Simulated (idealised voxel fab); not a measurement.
process module | voxel ribs on slabs
cross-section cut | 140 nm wide | cells 5 nm
A cross-section is a grid of square cells, given in bands from the top down. A band is one or more rows of cells.
Each band's line starts with the height of the band's top and of its bottom, in nm. Then come its materials from left to right, each with its width in nm. One material with "throughout" fills the band from edge to edge. "air" is empty space.
Height 0 is the level under which the wafer as received is all one material. The lowest band goes on downwards, as in "0 down".
A width such as "30 to 40" changes by the same amount from each row of cells to the next, from the band's top row to its bottom row.
"no change" after a step means that no cell of the cross-section changed.
closed voids: empty space of 8 cells or more with no open way to the top, each as width x height at its distance from the left edge, in nm
after a step's settings: what the simulator itself notes on the step
overlay nm, on a step with a mask: how far to the right of its planned place the mask lay; to the left if negative
Each pair below shows a cross-section before one step and the cross-section after it, down to the lowest band that changed. The line under each pair gives the step between them, with its settings. The pairs can come from different runs of this module on the same starting wafer, so a pair continues from the pair above only where its "before" says so.
before
  0 down: Si throughout
  closed voids: none
after
  20 to 0: SiO2 throughout
  below 0: unchanged
  closed voids: none
the step between: op DIRECTIONAL_DEP | material SiO2 | thk nm 20
before: the cross-section after the pair above
after
  45 to 20: polySi throughout
  below 20: unchanged
  closed voids: none
the step between: op DIRECTIONAL_DEP | material polySi | thk nm 25
before: the cross-section after the pair above
after
  60 to 45: air 55 | resist 30 | air 55
  below 45: unchanged
  closed voids: none
the step between: op PATTERN | tone cover | mask id RIB | material resist | width nm 30 | thk nm 15 | overlay nm 0
before: the cross-section after the pair above
after
  60 to 45: air 55 | resist 30 | air 55
  45 to 35: air 55 | polySi 30 | air 55
  below 35: unchanged
  closed voids: none
the step between: op DIRECTIONAL_ETCH | etch materials polySi | depth nm 10
before: the cross-section after the pair above
after
  45 to 35: air 55 | polySi 30 | air 55
  below 35: unchanged
  closed voids: none
the step between: op STRIP | etch materials resist
before: the cross-section after the pair above
after
  60 to 50: air 55 | aC 30 | air 55
  50 to 45: aC throughout
  45 to 35: aC 55 | polySi 30 | aC 55
  below 35: unchanged
  closed voids: none
the step between: op DIRECTIONAL_DEP | material aC | thk nm 15
before: the cross-section after the pair above
after
  90 to 60: air 25 | resist 90 | air 25
  60 to 50: air 25 | resist 30 | aC 30 | resist 30 | air 25
  below 50: unchanged
  closed voids: none
the step between: op PATTERN | tone cover | mask id SLAB | material resist | width nm 90 | thk nm 30 | overlay nm 0
before: the cross-section after the pair above
after
  75 to 60: air 25 | resist 90 | air 25
  60 to 50: air 25 | resist 30 | aC 30 | resist 30 | air 25
  50 to 45: air 25 | aC 90 | air 25
  45 to 35: air 25 | aC 30 | polySi 30 | aC 30 | air 25
  below 35: unchanged
  closed voids: none
the step between: op DIRECTIONAL_ETCH | etch materials aC | depth nm 15
before: the cross-section after the pair above
after
  60 to 50: air 55 | aC 30 | air 55
  below 50: unchanged
  closed voids: none
the step between: op STRIP | etch materials resist
before: the cross-section after the pair above
after
  60 to 50: air 55 | aC 30 | air 55
  50 to 45: air 25 | aC 90 | air 25
  45 to 35: air 25 | aC 30 | polySi 30 | aC 30 | air 25
  35 to 20: air 25 | polySi 90 | air 25
  below 20: unchanged
  closed voids: none
the step between: op DIRECTIONAL_ETCH | etch materials polySi | depth nm 15
before: the cross-section after the pair above
after
  45 to 35: air 55 | polySi 30 | air 55
  below 35: unchanged
  closed voids: none
the step between: op STRIP | etch materials aC
before: the cross-section after the pair above
after
  70 to 45: SiO2 throughout
  45 to 35: SiO2 55 | polySi 30 | SiO2 55
  35 to 20: SiO2 25 | polySi 90 | SiO2 25
  below 20: unchanged
  closed voids: none
the step between: op FILL_DEP | material SiO2 | thk nm 25
before: the cross-section after the pair above
after
  60 to 45: SiO2 throughout
  below 45: unchanged
  closed voids: none
the step between: op CMP | height nm 60
before: the cross-section after the pair above
after
  70 to 60: W throughout
  below 60: unchanged
  closed voids: none
the step between: op DIRECTIONAL_DEP | material W | thk nm 10
before: the cross-section after the pair above
after
  70 to 60: air 50 | W 40 | air 50
  below 60: unchanged
  closed voids: none
the step between: op MASKED_ETCH | tone cover | mask id HEATER | width nm 40 | etch materials W | depth nm 10 | overlay nm 0
before: the cross-section after the pair above
after
  80 to 70: air 40 | SiN 60 | air 40
  70 to 60: SiN 50 | W 40 | SiN 50
  below 60: unchanged
  closed voids: none
the step between: op CONFORMAL_DEP | material SiN | thk nm 10
before
  20 to 0: SiO2 throughout
  0 down: Si throughout
  closed voids: none
after
  40 to 0: SiO2 throughout
  below 0: unchanged
  closed voids: none
the step between: op DIRECTIONAL_DEP | material SiO2 | thk nm 20
before: the cross-section after the pair above
after
  65 to 40: polySi throughout
  below 40: unchanged
  closed voids: none
the step between: op DIRECTIONAL_DEP | material polySi | thk nm 25
before: the cross-section after the pair above
after
  80 to 65: air 55 | resist 30 | air 55
  below 65: unchanged
  closed voids: none
the step between: op PATTERN | tone cover | mask id RIB | material resist | width nm 30 | thk nm 15 | overlay nm 0
before: the cross-section after the pair above
after
  80 to 65: air 55 | resist 30 | air 55
  65 to 55: air 55 | polySi 30 | air 55
  below 55: unchanged
  closed voids: none
the step between: op DIRECTIONAL_ETCH | etch materials polySi | depth nm 10
before: the cross-section after the pair above
after
  65 to 55: air 55 | polySi 30 | air 55
  below 55: unchanged
  closed voids: none
the step between: op STRIP | etch materials resist
before: the cross-section after the pair above
after
  80 to 70: air 55 | aC 30 | air 55
  70 to 65: aC throughout
  65 to 55: aC 55 | polySi 30 | aC 55
  below 55: unchanged
  closed voids: none
the step between: op DIRECTIONAL_DEP | material aC | thk nm 15
before: the cross-section after the pair above
after
  110 to 80: air 25 | resist 90 | air 25
  80 to 70: air 25 | resist 30 | aC 30 | resist 30 | air 25
  below 70: unchanged
  closed voids: none
the step between: op PATTERN | tone cover | mask id SLAB | material resist | width nm 90 | thk nm 30 | overlay nm 0
before: the cross-section after the pair above
after
  95 to 80: air 25 | resist 90 | air 25
  80 to 70: air 25 | resist 30 | aC 30 | resist 30 | air 25
  70 to 65: air 25 | aC 90 | air 25
  65 to 55: air 25 | aC 30 | polySi 30 | aC 30 | air 25
  below 55: unchanged
  closed voids: none
the step between: op DIRECTIONAL_ETCH | etch materials aC | depth nm 15
before: the cross-section after the pair above
after
  80 to 70: air 55 | aC 30 | air 55
  below 70: unchanged
  closed voids: none
the step between: op STRIP | etch materials resist
before: the cross-section after the pair above
after
  80 to 70: air 55 | aC 30 | air 55
  70 to 65: air 25 | aC 90 | air 25
  65 to 55: air 25 | aC 30 | polySi 30 | aC 30 | air 25
  55 to 40: air 25 | polySi 90 | air 25
  below 40: unchanged
  closed voids: none
the step between: op DIRECTIONAL_ETCH | etch materials polySi | depth nm 15
before: the cross-section after the pair above
after
  65 to 55: air 55 | polySi 30 | air 55
  below 55: unchanged
  closed voids: none
the step between: op STRIP | etch materials aC
before: the cross-section after the pair above
after
  90 to 65: SiO2 throughout
  65 to 55: SiO2 55 | polySi 30 | SiO2 55
  55 to 40: SiO2 25 | polySi 90 | SiO2 25
  below 40: unchanged
  closed voids: none
the step between: op FILL_DEP | material SiO2 | thk nm 25
before: the cross-section after the pair above
after
  60 to 55: SiO2 55 | polySi 30 | SiO2 55
  below 55: unchanged
  closed voids: none
the step between: op CMP | height nm 60
before: the cross-section after the pair above
after
  70 to 60: W throughout
  below 60: unchanged
  closed voids: none
the step between: op DIRECTIONAL_DEP | material W | thk nm 10
before: the cross-section after the pair above
after
  70 to 60: air 50 | W 40 | air 50
  below 60: unchanged
  closed voids: none
the step between: op MASKED_ETCH | tone cover | mask id HEATER | width nm 40 | etch materials W | depth nm 10 | overlay nm 0
before: the cross-section after the pair above
after
  80 to 70: air 40 | SiN 60 | air 40
  70 to 60: SiN 50 | W 40 | SiN 50
  below 60: unchanged
  closed voids: none
the step between: op CONFORMAL_DEP | material SiN | thk nm 10
before
  60 to 45: air 55 | resist 30 | air 55
  45 to 35: air 55 | polySi 30 | air 55
  35 to 20: polySi throughout
  20 to 0: SiO2 throughout
  0 down: Si throughout
  closed voids: none
after
  75 to 60: air 55 | aC 30 | air 55
  60 to 50: air 55 | resist 30 | air 55
  50 to 45: aC 55 | resist 30 | aC 55
  45 to 35: aC 55 | polySi 30 | aC 55
  below 35: unchanged
  closed voids: none
the step between: op DIRECTIONAL_DEP | material aC | thk nm 15
before: the cross-section after the pair above
after
  50 to 45: aC 55 | air 30 | aC 55
  below 45: unchanged
  closed voids: none
the step between: op STRIP | etch materials resist
before: the cross-section after the pair above
after
  80 to 50: air 25 | resist 90 | air 25
  50 to 45: aC 55 | resist 30 | aC 55
  below 45: unchanged
  closed voids: none
the step between: op PATTERN | tone cover | mask id SLAB | material resist | width nm 90 | thk nm 30 | overlay nm 0
before: the cross-section after the pair above
after
  65 to 50: air 25 | resist 90 | air 25
  50 to 45: air 25 | aC 30 | resist 30 | aC 30 | air 25
  45 to 35: air 25 | aC 30 | polySi 30 | aC 30 | air 25
  below 35: unchanged
  closed voids: none
the step between: op DIRECTIONAL_ETCH | etch materials aC | depth nm 15
before: the cross-section after the pair above
after
  50 to 45: air 25 | aC 30 | air 30 | aC 30 | air 25
  below 45: unchanged
  closed voids: none
the step between: op STRIP | etch materials resist
before: the cross-section after the pair above
after
  50 to 35: air 25 | aC 30 | air 30 | aC 30 | air 25
  35 to 30: air 25 | polySi 30 | air 30 | polySi 30 | air 25
  30 to 20: air 25 | polySi 90 | air 25
  below 20: unchanged
  closed voids: none
the step between: op DIRECTIONAL_ETCH | etch materials polySi | depth nm 15
before: the cross-section after the pair above
after
  35 to 30: air 25 | polySi 30 | air 30 | polySi 30 | air 25
  below 30: unchanged
  closed voids: none
the step between: op STRIP | etch materials aC
before: the cross-section after the pair above
after
  60 to 35: SiO2 throughout
  35 to 30: SiO2 25 | polySi 30 | SiO2 30 | polySi 30 | SiO2 25
  30 to 20: SiO2 25 | polySi 90 | SiO2 25
  below 20: unchanged
  closed voids: none
the step between: op FILL_DEP | material SiO2 | thk nm 25
before: the cross-section after the pair above
after
  70 to 60: W throughout
  below 60: unchanged
  closed voids: none
the step between: op DIRECTIONAL_DEP | material W | thk nm 10
before: the cross-section after the pair above
after
  70 to 60: air 50 | W 40 | air 50
  below 60: unchanged
  closed voids: none
the step between: op MASKED_ETCH | tone cover | mask id HEATER | width nm 40 | etch materials W | depth nm 10 | overlay nm 0
before: the cross-section after the pair above
after
  80 to 70: air 40 | SiN 60 | air 40
  70 to 60: SiN 50 | W 40 | SiN 50
  below 60: unchanged
  closed voids: none
the step between: op CONFORMAL_DEP | material SiN | thk nm 10
before
  0 down: Si throughout
  closed voids: none
after
  15 to 0: SiO2 throughout
  below 0: unchanged
  closed voids: none
the step between: op DIRECTIONAL_DEP | material SiO2 | thk nm 15
before: the cross-section after the pair above
after
  40 to 15: polySi throughout
  below 15: unchanged
  closed voids: none
the step between: op DIRECTIONAL_DEP | material polySi | thk nm 25
before: the cross-section after the pair above
after
  55 to 40: air 55 | resist 30 | air 55
  below 40: unchanged
  closed voids: none
the step between: op PATTERN | tone cover | mask id RIB | material resist | width nm 30 | thk nm 15 | overlay nm 0
before: the cross-section after the pair above
after
  55 to 40: air 55 | resist 30 | air 55
  40 to 30: air 55 | polySi 30 | air 55
  below 30: unchanged
  closed voids: none
the step between: op DIRECTIONAL_ETCH | etch materials polySi | depth nm 10
before: the cross-section after the pair above
after
  40 to 30: air 55 | polySi 30 | air 55
  below 30: unchanged
  closed voids: none
the step between: op STRIP | etch materials resist
before: the cross-section after the pair above
after
  55 to 45: air 55 | aC 30 | air 55
  45 to 40: aC throughout
  40 to 30: aC 55 | polySi 30 | aC 55
  below 30: unchanged
  closed voids: none
the step between: op DIRECTIONAL_DEP | material aC | thk nm 15
before: the cross-section after the pair above
after
  85 to 55: air 25 | resist 90 | air 25
  55 to 45: air 25 | resist 30 | aC 30 | resist 30 | air 25
  below 45: unchanged
  closed voids: none
the step between: op PATTERN | tone cover | mask id SLAB | material resist | width nm 90 | thk nm 30 | overlay nm 0
before: the cross-section after the pair above
after
  70 to 55: air 25 | resist 90 | air 25
  55 to 45: air 25 | resist 30 | aC 30 | resist 30 | air 25
  45 to 40: air 25 | aC 90 | air 25
  40 to 30: air 25 | aC 30 | polySi 30 | aC 30 | air 25
  below 30: unchanged
  closed voids: none
the step between: op DIRECTIONAL_ETCH | etch materials aC | depth nm 15
before: the cross-section after the pair above
after
  55 to 45: air 55 | aC 30 | air 55
  below 45: unchanged
  closed voids: none
the step between: op STRIP | etch materials resist
before: the cross-section after the pair above
after
  55 to 45: air 55 | aC 30 | air 55
  45 to 40: air 25 | aC 90 | air 25
  40 to 30: air 25 | aC 30 | polySi 30 | aC 30 | air 25
  30 to 15: air 25 | polySi 90 | air 25
  below 15: unchanged
  closed voids: none
the step between: op DIRECTIONAL_ETCH | etch materials polySi | depth nm 15
before: the cross-section after the pair above
after
  40 to 30: air 55 | polySi 30 | air 55
  below 30: unchanged
  closed voids: none
the step between: op STRIP | etch materials aC
before: the cross-section after the pair above
after
  65 to 40: SiO2 throughout
  40 to 30: SiO2 55 | polySi 30 | SiO2 55
  30 to 15: SiO2 25 | polySi 90 | SiO2 25
  below 15: unchanged
  closed voids: none
the step between: op FILL_DEP | material SiO2 | thk nm 25
before: the cross-section after the pair above
after
  60 to 40: SiO2 throughout
  below 40: unchanged
  closed voids: none
the step between: op CMP | height nm 60
before: the cross-section after the pair above
after
  70 to 60: W throughout
  below 60: unchanged
  closed voids: none
the step between: op DIRECTIONAL_DEP | material W | thk nm 10
before: the cross-section after the pair above
after
  70 to 60: air 50 | W 40 | air 50
  below 60: unchanged
  closed voids: none
the step between: op MASKED_ETCH | tone cover | mask id HEATER | width nm 40 | etch materials W | depth nm 10 | overlay nm 0
before: the cross-section after the pair above
after
  80 to 70: air 40 | SiN 60 | air 40
  70 to 60: SiN 50 | W 40 | SiN 50
  below 60: unchanged
  closed voids: none
the step between: op CONFORMAL_DEP | material SiN | thk nm 10
before
  45 to 20: polySi throughout
  20 to 0: SiO2 throughout
  0 down: Si throughout
  closed voids: none
after
  60 to 45: air 60 | resist 25 | air 55
  below 45: unchanged
  closed voids: none
the step between: op PATTERN | tone cover | mask id RIB | material resist | width nm 25 | thk nm 15 | overlay nm 0
before: the cross-section after the pair above
after
  60 to 45: air 60 | resist 25 | air 55
  45 to 35: air 60 | polySi 25 | air 55
  below 35: unchanged
  closed voids: none
the step between: op DIRECTIONAL_ETCH | etch materials polySi | depth nm 10
before: the cross-section after the pair above
after
  45 to 35: air 60 | polySi 25 | air 55
  below 35: unchanged
  closed voids: none
the step between: op STRIP | etch materials resist
before: the cross-section after the pair above
after
  60 to 50: air 60 | aC 25 | air 55
  50 to 45: aC throughout
  45 to 35: aC 60 | polySi 25 | aC 55
  below 35: unchanged
  closed voids: none
the step between: op DIRECTIONAL_DEP | material aC | thk nm 15
before: the cross-section after the pair above
after
  90 to 60: air 25 | resist 90 | air 25
  60 to 50: air 25 | resist 35 | aC 25 | resist 30 | air 25
  below 50: unchanged
  closed voids: none
the step between: op PATTERN | tone cover | mask id SLAB | material resist | width nm 90 | thk nm 30 | overlay nm 0
before: the cross-section after the pair above
after
  75 to 60: air 25 | resist 90 | air 25
  60 to 50: air 25 | resist 35 | aC 25 | resist 30 | air 25
  50 to 45: air 25 | aC 90 | air 25
  45 to 35: air 25 | aC 35 | polySi 25 | aC 30 | air 25
  below 35: unchanged
  closed voids: none
the step between: op DIRECTIONAL_ETCH | etch materials aC | depth nm 15
before: the cross-section after the pair above
after
  60 to 50: air 60 | aC 25 | air 55
  below 50: unchanged
  closed voids: none
the step between: op STRIP | etch materials resist
before: the cross-section after the pair above
after
  60 to 50: air 60 | aC 25 | air 55
  50 to 45: air 25 | aC 90 | air 25
  45 to 35: air 25 | aC 35 | polySi 25 | aC 30 | air 25
  35 to 20: air 25 | polySi 90 | air 25
  below 20: unchanged
  closed voids: none
the step between: op DIRECTIONAL_ETCH | etch materials polySi | depth nm 15
before: the cross-section after the pair above
after
  45 to 35: air 60 | polySi 25 | air 55
  below 35: unchanged
  closed voids: none
the step between: op STRIP | etch materials aC
before: the cross-section after the pair above
after
  70 to 45: SiO2 throughout
  45 to 35: SiO2 60 | polySi 25 | SiO2 55
  35 to 20: SiO2 25 | polySi 90 | SiO2 25
  below 20: unchanged
  closed voids: none
the step between: op FILL_DEP | material SiO2 | thk nm 25
before: the cross-section after the pair above
after
  60 to 45: SiO2 throughout
  below 45: unchanged
  closed voids: none
the step between: op CMP | height nm 60
before: the cross-section after the pair above
after
  70 to 60: W throughout
  below 60: unchanged
  closed voids: none
the step between: op DIRECTIONAL_DEP | material W | thk nm 10
before: the cross-section after the pair above
after
  70 to 60: air 50 | W 40 | air 50
  below 60: unchanged
  closed voids: none
the step between: op MASKED_ETCH | tone cover | mask id HEATER | width nm 40 | etch materials W | depth nm 10 | overlay nm 0
before: the cross-section after the pair above
after
  80 to 70: air 40 | SiN 60 | air 40
  70 to 60: SiN 50 | W 40 | SiN 50
  below 60: unchanged
  closed voids: none
the step between: op CONFORMAL_DEP | material SiN | thk nm 10
before
  45 to 20: polySi throughout
  20 to 0: SiO2 throughout
  0 down: Si throughout
  closed voids: none
after
  60 to 45: air 45 | resist 30 | air 65
  below 45: unchanged
  closed voids: none
the step between: op PATTERN | tone cover | mask id RIB | material resist | width nm 30 | thk nm 15 | overlay nm -10
before: the cross-section after the pair above
after
  60 to 45: air 45 | resist 30 | air 65
  45 to 35: air 45 | polySi 30 | air 65
  below 35: unchanged
  closed voids: none
the step between: op DIRECTIONAL_ETCH | etch materials polySi | depth nm 10
before: the cross-section after the pair above
after
  45 to 35: air 45 | polySi 30 | air 65
  below 35: unchanged
  closed voids: none
the step between: op STRIP | etch materials resist
before: the cross-section after the pair above
after
  60 to 50: air 45 | aC 30 | air 65
  50 to 45: aC throughout
  45 to 35: aC 45 | polySi 30 | aC 65
  below 35: unchanged
  closed voids: none
the step between: op DIRECTIONAL_DEP | material aC | thk nm 15
before: the cross-section after the pair above
after
  90 to 60: air 25 | resist 90 | air 25
  60 to 50: air 25 | resist 20 | aC 30 | resist 40 | air 25
  below 50: unchanged
  closed voids: none
the step between: op PATTERN | tone cover | mask id SLAB | material resist | width nm 90 | thk nm 30 | overlay nm 0
before: the cross-section after the pair above
after
  75 to 60: air 25 | resist 90 | air 25
  60 to 50: air 25 | resist 20 | aC 30 | resist 40 | air 25
  50 to 45: air 25 | aC 90 | air 25
  45 to 35: air 25 | aC 20 | polySi 30 | aC 40 | air 25
  below 35: unchanged
  closed voids: none
the step between: op DIRECTIONAL_ETCH | etch materials aC | depth nm 15
before: the cross-section after the pair above
after
  60 to 50: air 45 | aC 30 | air 65
  below 50: unchanged
  closed voids: none
the step between: op STRIP | etch materials resist
before: the cross-section after the pair above
after
  60 to 50: air 45 | aC 30 | air 65
  50 to 45: air 25 | aC 90 | air 25
  45 to 35: air 25 | aC 20 | polySi 30 | aC 40 | air 25
  35 to 20: air 25 | polySi 90 | air 25
  below 20: unchanged
  closed voids: none
the step between: op DIRECTIONAL_ETCH | etch materials polySi | depth nm 15
before: the cross-section after the pair above
after
  45 to 35: air 45 | polySi 30 | air 65
  below 35: unchanged
  closed voids: none
the step between: op STRIP | etch materials aC
before: the cross-section after the pair above
after
  70 to 45: SiO2 throughout
  45 to 35: SiO2 45 | polySi 30 | SiO2 65
  35 to 20: SiO2 25 | polySi 90 | SiO2 25
  below 20: unchanged
  closed voids: none
the step between: op FILL_DEP | material SiO2 | thk nm 25
before: the cross-section after the pair above
after
  60 to 45: SiO2 throughout
  below 45: unchanged
  closed voids: none
the step between: op CMP | height nm 60
before: the cross-section after the pair above
after
  70 to 60: W throughout
  below 60: unchanged
  closed voids: none
the step between: op DIRECTIONAL_DEP | material W | thk nm 10
before: the cross-section after the pair above
after
  70 to 60: air 50 | W 40 | air 50
  below 60: unchanged
  closed voids: none
the step between: op MASKED_ETCH | tone cover | mask id HEATER | width nm 40 | etch materials W | depth nm 10 | overlay nm 0
before: the cross-section after the pair above
after
  80 to 70: air 40 | SiN 60 | air 40
  70 to 60: SiN 50 | W 40 | SiN 50
  below 60: unchanged
  closed voids: none
the step between: op CONFORMAL_DEP | material SiN | thk nm 10
before
  45 to 35: air 55 | polySi 30 | air 55
  35 to 20: air 25 | polySi 90 | air 25
  20 to 0: SiO2 throughout
  0 down: Si throughout
  closed voids: none
after
  70 to 45: W throughout
  45 to 35: W 55 | polySi 30 | W 55
  35 to 20: W 25 | polySi 90 | W 25
  below 20: unchanged
  closed voids: none
the step between: op FILL_DEP | material W | thk nm 25
before: the cross-section after the pair above
after
  60 to 45: W throughout
  below 45: unchanged
  closed voids: none
the step between: op CMP | height nm 60
before: the cross-section after the pair above
after
  70 to 45: W throughout
  below 45: unchanged
  closed voids: none
the step between: op DIRECTIONAL_DEP | material W | thk nm 10
before: the cross-section after the pair above
after
  70 to 60: air 50 | W 40 | air 50
  below 60: unchanged
  closed voids: none
the step between: op MASKED_ETCH | tone cover | mask id HEATER | width nm 40 | etch materials W | depth nm 10 | overlay nm 0
before: the cross-section after the pair above
after
  80 to 70: air 40 | SiN 60 | air 40
  70 to 60: SiN 50 | W 40 | SiN 50
  below 60: unchanged
  closed voids: none
the step between: op CONFORMAL_DEP | material SiN | thk nm 10
before
  60 to 50: air 55 | aC 30 | air 55
  50 to 45: aC throughout
  45 to 35: aC 55 | polySi 30 | aC 55
  35 to 20: polySi throughout
  20 to 0: SiO2 throughout
  0 down: Si throughout
  closed voids: none
after
  90 to 60: resist 25 | air 90 | resist 25
  60 to 50: resist 25 | air 30 | aC 30 | air 30 | resist 25
  below 50: unchanged
  closed voids: none
the step between: op PATTERN | tone open | mask id SLAB | material resist | width nm 90 | thk nm 30 | overlay nm 0
before: the cross-section after the pair above
after
  75 to 50: resist 25 | air 90 | resist 25
  50 to 45: aC 25 | air 90 | aC 25
  45 to 35: aC 25 | air 30 | polySi 30 | air 30 | aC 25
  below 35: unchanged
  closed voids: none
the step between: op DIRECTIONAL_ETCH | etch materials aC | depth nm 15
before: the cross-section after the pair above
after
  50 to 45: aC 25 | air 90 | aC 25
  below 45: unchanged
  closed voids: none
the step between: op STRIP | etch materials resist
before: the cross-section after the pair above
after
  50 to 35: aC 25 | air 90 | aC 25
  35 to 30: polySi 25 | air 90 | polySi 25
  30 to 20: polySi 25 | air 30 | polySi 30 | air 30 | polySi 25
  below 20: unchanged
  closed voids: none
the step between: op DIRECTIONAL_ETCH | etch materials polySi | depth nm 15
before: the cross-section after the pair above
after
  35 to 30: polySi 25 | air 90 | polySi 25
  below 30: unchanged
  closed voids: none
the step between: op STRIP | etch materials aC
before: the cross-section after the pair above
after
  60 to 35: SiO2 throughout
  35 to 30: polySi 25 | SiO2 90 | polySi 25
  30 to 20: polySi 25 | SiO2 30 | polySi 30 | SiO2 30 | polySi 25
  below 20: unchanged
  closed voids: none
the step between: op FILL_DEP | material SiO2 | thk nm 25
before: the cross-section after the pair above
after
  70 to 60: W throughout
  below 60: unchanged
  closed voids: none
the step between: op DIRECTIONAL_DEP | material W | thk nm 10
before: the cross-section after the pair above
after
  70 to 60: air 50 | W 40 | air 50
  below 60: unchanged
  closed voids: none
the step between: op MASKED_ETCH | tone cover | mask id HEATER | width nm 40 | etch materials W | depth nm 10 | overlay nm 0
before: the cross-section after the pair above
after
  80 to 70: air 40 | SiN 60 | air 40
  70 to 60: SiN 50 | W 40 | SiN 50
  below 60: unchanged
  closed voids: none
the step between: op CONFORMAL_DEP | material SiN | thk nm 10
